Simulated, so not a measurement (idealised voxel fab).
process module | voxel plated lines
cross-section cut | 270 nm wide | cells 5 nm
A cross-section is a grid of square cells, given in bands from the top down. A band is one or more rows of cells.
Each band's line starts with the height of the band's top and of its bottom, in nm. Then come its materials from left to right, each with its width in nm. One material with "throughout" fills the band from edge to edge. "air" is empty space.
Height 0 is the level under which the wafer as received is all one material. The lowest band goes on downwards, as in "0 down".
A width such as "30 to 40" changes by the same amount from each row of cells to the next, from the band's top row to its bottom row.
"no change" after a step means that no cell of the cross-section changed.
closed voids: empty space of 8 cells or more with no open way to the top, each as width x height at its distance from the left edge, in nm
after a step's settings: what the simulator itself notes on the step
overlay nm, on a step with a mask: how far to the right of its planned place the mask lay; to the left if negative
plan
1 op RECEIVE | material Si
2 op CONFORMAL_DEP | material SiN | thk nm 5
3 op DIRECTIONAL_DEP | material TiN | thk nm 5
4 op PATTERN | tone open | mask id LINES | material resist | width nm 20 | pitch nm 40 | thk nm 20 | overlay nm 0
5 op EPI | material Ru | thk nm 5
6 op STRIP | etch materials resist
7 op DIRECTIONAL_ETCH | etch materials TiN | depth nm 5
8 op CONFORMAL_DEP | material SiCN | thk nm 5
as received, after step 1
  0 down: Si throughout
  closed voids: none
first wafer at the end, as planned
  20 to 15: air 100 | SiCN 30 | air 10 | SiCN 30 | air 100
  15 to 10: air 100 | SiCN 5 | Ru 20 | SiCN 5 | air 10 | SiCN 5 | Ru 20 | SiCN 5 | air 100
  10 to 5: SiCN 105 | TiN 20 | SiCN 20 | TiN 20 | SiCN 105
  5 to 0: SiN throughout
  0 down: Si throughout
  closed voids: none
second wafer at the end: like start, like plan, one mistake
  20 to 15: air 105 | SiCN 30 | air 10 | SiCN 30 | air 95
  15 to 10: air 105 | SiCN 5 | Ru 20 | SiCN 5 | air 10 | SiCN 5 | Ru 20 | SiCN 5 | air 95
  10 to 5: SiCN 110 | TiN 20 | SiCN 20 | TiN 20 | SiCN 100
  5 to 0: SiN throughout
  0 down: Si throughout
  closed voids: none
what went wrong: step 4 ran as: op PATTERN | tone open | mask id LINES | material resist | width nm 20 | pitch nm 40 | thk nm 20 | overlay nm 5
at the end the second wafer has, in cells: as many of each material as the first, in other places
